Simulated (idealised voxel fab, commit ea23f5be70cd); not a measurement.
process module | voxel trench capacitor
cross-section cut | 160 nm wide | cells 5 nm
A cross-section is a grid of square cells, given in bands from the top down. A band is one or more rows of cells.
Each band's line starts with the height of the band's top and of its bottom, in nm. Then come its materials from left to right, each with its width in nm. One material with "throughout" fills the band from edge to edge. "air" is empty space.
Height 0 is the level under which the wafer as received is all one material. The lowest band goes on downwards, as in "0 down".
A width such as "30 to 40" changes by the same amount from each row of cells to the next, from the band's top row to its bottom row.
"no change" after a step means that no cell of the cross-section changed.
closed voids: empty space of 8 cells or more with no open way to the top, each as width x height at its distance from the left edge, in nm
after a step's settings: what the simulator itself notes on the step
overlay nm, on a step with a mask: how far to the right of its planned place the mask lay; to the left if negative
plan
1 op RECEIVE | material Si
2 op CONFORMAL_DEP | material SiN | thk nm 5
3 op DIRECTIONAL_DEP | material aC | thk nm 15
4 op PATTERN | tone open | mask id TRENCH | material resist | width nm 25 | pitch nm 45 | thk nm 35 | overlay nm 0
5 op DIRECTIONAL_ETCH | etch materials aC | depth nm 15
6 op STRIP | etch materials resist
7 op DIRECTIONAL_ETCH | etch materials SiN | depth nm 5
8 op DIRECTIONAL_ETCH | etch materials Si | depth nm 30
9 op STRIP | etch materials aC
10 op CONFORMAL_DEP | material Al2O3 | thk nm 5
11 op CONFORMAL_DEP | material TiN | thk nm 5
12 op FILL_DEP | material W | thk nm 10
13 op CMP | height nm 5
as received, after step 1
  0 down: Si throughout
  closed voids: none
a wafer at the end: this start, this plan, one mistake
  5 to 0: SiN 45 | TiN 5 | Al2O3 5 | W 5 | Al2O3 5 | TiN 5 | SiN 20 | TiN 5 | Al2O3 5 | W 5 | Al2O3 5 | TiN 5 | SiN 45
  0 to -20: Si 45 | TiN 5 | Al2O3 5 | W 5 | Al2O3 5 | TiN 5 | Si 20 | TiN 5 | Al2O3 5 | W 5 | Al2O3 5 | TiN 5 | Si 45
  -20 to -25: Si 45 | TiN 5 | Al2O3 15 | TiN 5 | Si 20 | TiN 5 | Al2O3 15 | TiN 5 | Si 45
  -25 to -30: Si 45 | TiN 25 | Si 20 | TiN 25 | Si 45
  -30 down: Si throughout
  closed voids: none
what went wrong: steps 10 and 11 were swapped
